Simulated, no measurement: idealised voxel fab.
You're looking at the process module voxel air gaps.
Shown is cross-section cut, with a width of 235 nm and square cells of size 5 nm.
Cross-section = grid of square cells, listed top down in bands; band = one or more rows.
Each band's line starts with the height of the band's top and of its bottom, in nm. Then come its materials from left to right, each with its width in nm. One material with "full width" fills the band from edge to edge. "air" is empty space.
For the purposes of this specification, 0 denotes the height below which the wafer in its as-received condition is composed wholly of one material, and the lowermost band, lacking a lower limit, extends downward without end, as expressed in "0 and below".
Quick explanation for "30 to 40": the width changes in equal steps down the rows of cells, from the first number in the band's top row to the second number in its bottom row.
The designation "identical to before", where it is given for a processing step, indicates that no cell of the cross-section was altered in the course of that step.
Enclosed voids (no open way to top), threshold 8 cells or more, entry "Sealed voids", notation width x height at distance, distance from left edge, nm.
Read whatever lies past the settings on a step's line as the simulator's own remark about the step.
"overlay nm" answers the question of how far to the right of plan the mask lay on a step that has a mask, and when it is negative the answer is to the left.

**Intended process steps**
- 1: RECEIVE (material Si)
- 2: CONFORMAL_DEP (material SiO2; thk nm 15)
- 3: CONFORMAL_DEP (material SiCN; thk nm 5)
- 4: DIRECTIONAL_DEP (material SiO2; thk nm 35)
- 5: DIRECTIONAL_DEP (material aC; thk nm 10)
- 6: PATTERN (tone open; mask id LINES; material resist; width nm 15; pitch nm 50; thk nm 25; overlay nm 0)
- 7: DIRECTIONAL_ETCH (etch materials aC; depth nm 10)
- 8: STRIP (etch materials resist)
- 9: DIRECTIONAL_ETCH (etch materials SiO2; depth nm 35)
- 10: STRIP (etch materials aC)
- 11: CONFORMAL_DEP (material TiN; thk nm 5)
- 12: FILL_DEP (material Cu; thk nm 10)
- 13: CMP (height nm 55)
- 14: EPI (material Ru; thk nm 10)
- 15: SELECTIVE_ETCH (etch materials SiO2; depth nm 45)
- 16: CONFORMAL_DEP (material SiCN; thk nm 5)
For clarity, it should be stated that the wafers under discussion commence in an identical condition and differ with respect to the width nm of step 6, the plan indicating the value that the first wafer had.

**first wafer as received, after step 1**
> 0 and below | Si full width
> Sealed voids: none

**What follows is a table in which each wafer occupies a row; for the wafer as it stands at the close of the module, the row states, material by material, how many cells have been gained (+) or lost (-) since receipt, and then gives its closed voids**
width nm 15 | +18 Cu | +42 Ru | +172 SiCN | +141 SiO2 | +45 TiN | Sealed voids: none
width nm 20 | +36 Cu | +48 Ru | +172 SiCN | +141 SiO2 | +48 TiN | Sealed voids: 20 x 25 at 85; 20 x 25 at 135
width nm 25 | +54 Cu | +54 Ru | +164 SiCN | +141 SiO2 | +51 TiN | Sealed voids: 15 x 25 at 85; 15 x 25 at 135
width nm 30 | +72 Cu | +60 Ru | +120 SiCN | +197 SiO2 | +54 TiN | Sealed voids: none
width nm 35 | +90 Cu | +62 Ru | +120 SiCN | +183 SiO2 | +57 TiN | Sealed voids: none
